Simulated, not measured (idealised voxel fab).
Proc. module: voxel capacitor over wiring
Shown is cross-section cut, with a width of 290 nm and square cells of size 5 nm.
In what follows, cross-sections appear as grids of square cells, described through bands that run from the top down, where every band is one or more rows of cells. Within each band entry, the heights of the top and of the bottom of the band appear first, in that order and in nm; the materials of the band then follow from left to right, each with its corresponding width in nm. The designation "throughout" on a single material indicates that it fills the band from edge to edge; the designation "blank" indicates empty space. Height reference: 0 = level under which incoming wafer is all one material. Lowest band: no bottom, runs on downward, e.g. "top 0, no bottom". The expression "30 to 40" gives the width at the extremes of the band, the first number at its top row of cells and the second at its bottom row, with the width changing by equal amounts from each row to the next in between. "changes: none" (step): cross-section cells unchanged, all of them. Empty spaces counting at least 8 cells and having no open way to the top are listed in "Closed void inventory". The notation width x height at distance is used for each, the distance being from the left edge and all three values in nm. What comes after the settings on a step's line is commentary from the simulator itself on that step. Steps that use a mask can have "overlay nm" on their line. It says how far the mask sat to the right of where it was meant to be. Negative means to the left.

### Steps planned for the process
1,RECEIVE (material Si)
2,CONFORMAL_DEP (material SiO2; thk nm 15)
3,DIRECTIONAL_DEP (material TiN; thk nm 5)
4,DIRECTIONAL_DEP (material Ru; thk nm 20)
5,DIRECTIONAL_DEP (material aC; thk nm 15)
6,PATTERN (tone cover; mask id METAL_1; material resist; width nm 30; pitch nm 95; thk nm 35; overlay nm 0)
7,DIRECTIONAL_ETCH (etch materials aC; depth nm 15)
8,STRIP (etch materials resist)
9,DIRECTIONAL_ETCH (etch materials Ru; depth nm 20)
10,DIRECTIONAL_ETCH (etch materials TiN; depth nm 5)
11,STRIP (etch materials aC)
12,FILL_DEP (material lowk; thk nm 5)
13,CMP (height nm 40)
14,CONFORMAL_DEP (material SiCN; thk nm 5)
15,DIRECTIONAL_DEP (material SiO2; thk nm 15)
16,DIRECTIONAL_DEP (material aC; thk nm 10)
17,PATTERN (tone open; mask id PLUG_1; material resist; width nm 15; thk nm 25; overlay nm 0)
18,DIRECTIONAL_ETCH (etch materials aC; depth nm 10)
19,STRIP (etch materials resist)
20,DIRECTIONAL_ETCH (etch materials SiO2; depth nm 15)
21,DIRECTIONAL_ETCH (etch materials SiCN; depth nm 5)
22,STRIP (etch materials aC)
23,CONFORMAL_DEP (material TiN; thk nm 5)
24,FILL_DEP (material Cu; thk nm 10)
25,CMP (height nm 60)
26,DIRECTIONAL_DEP (material TiN; thk nm 10)
27,DIRECTIONAL_DEP (material Al2O3; thk nm 5)
28,DIRECTIONAL_DEP (material TiN; thk nm 10)
29,PATTERN (tone cover; mask id UPPER_PLATE; material resist; width nm 70; thk nm 15; overlay nm 0)
30,DIRECTIONAL_ETCH (etch materials TiN; depth nm 10)
31,DIRECTIONAL_ETCH (etch materials Al2O3; depth nm 5)
32,STRIP (etch materials resist)
33,MASKED_ETCH (tone cover; mask id LOWER_PLATE; width nm 80; etch materials TiN; depth nm 10; overlay nm 0)
34,FILL_DEP (material SiO2; thk nm 20)
35,CMP (height nm 100)
36,MASKED_ETCH (tone open; mask id PLUG_2; width nm 15; etch materials SiO2; depth nm 15; overlay nm 0)
37,CONFORMAL_DEP (material TiN; thk nm 5)
38,FILL_DEP (material W; thk nm 10)
39,CMP (height nm 100)
40,CONFORMAL_DEP (material SiN; thk nm 5)

### Cross-section of the wafer upon arrival, representing the state reached after step 1
- top 0, no bottom = Si throughout
- Closed void inventory: none

### Wafer cross-section at module end: first of two, run to plan
- top 105, bottom 100 = SiN throughout
- top 100, bottom 90 = SiO2 (105) / TiN (5) / W (5) / TiN (5) / SiO2 (170)
- top 90, bottom 85 = SiO2 (105) / TiN (15) / SiO2 (170)
- top 85, bottom 75 = SiO2 (95) / TiN (70) / SiO2 (125)
- top 75, bottom 70 = SiO2 (95) / Al2O3 (70) / SiO2 (125)
- top 70, bottom 60 = SiO2 (90) / TiN (80) / SiO2 (120)
- top 60, bottom 45 = SiO2 (95) / TiN (5) / Cu (5) / TiN (5) / SiO2 (180)
- top 45, bottom 40 = SiCN (95) / TiN (15) / SiCN (180)
- top 40, bottom 20 = lowk (80) / Ru (30) / lowk (65) / Ru (30) / lowk (85)
- top 20, bottom 15 = lowk (80) / TiN (30) / lowk (65) / TiN (30) / lowk (85)
- top 15, bottom 0 = SiO2 throughout
- top 0, no bottom = Si throughout
- Closed void inventory: none

### End of module, second wafer, cross-section. Started like the first, planned like the first, run with one mistake
- top 105, bottom 100 = SiN throughout
- top 100, bottom 90 = SiO2 (105) / TiN (5) / W (5) / TiN (5) / SiO2 (170)
- top 90, bottom 85 = SiO2 (105) / TiN (15) / SiO2 (170)
- top 85, bottom 75 = SiO2 (95) / TiN (70) / SiO2 (125)
- top 75, bottom 70 = SiO2 (95) / Al2O3 (70) / SiO2 (125)
- top 70, bottom 60 = SiO2 (90) / TiN (80) / SiO2 (120)
- top 60, bottom 45 = lowk throughout
- top 45, bottom 40 = SiCN throughout
- top 40, bottom 20 = lowk (80) / Ru (30) / lowk (65) / Ru (30) / lowk (85)
- top 20, bottom 15 = lowk (80) / TiN (30) / lowk (65) / TiN (30) / lowk (85)
- top 15, bottom 0 = SiO2 throughout
- top 0, no bottom = Si throughout
- Closed void inventory: none
It is concluded that the wafer was processed incorrectly with respect to the plan, in that step 15 ran differently from the plan; actual operation with settings: DIRECTIONAL_DEP (material lowk; thk nm 15)
Heads up, by the end the second wafer has more or fewer cells of some materials compared to the first: -3 Cu | +3 SiCN | -165 SiO2 | -9 TiN | +174 lowk
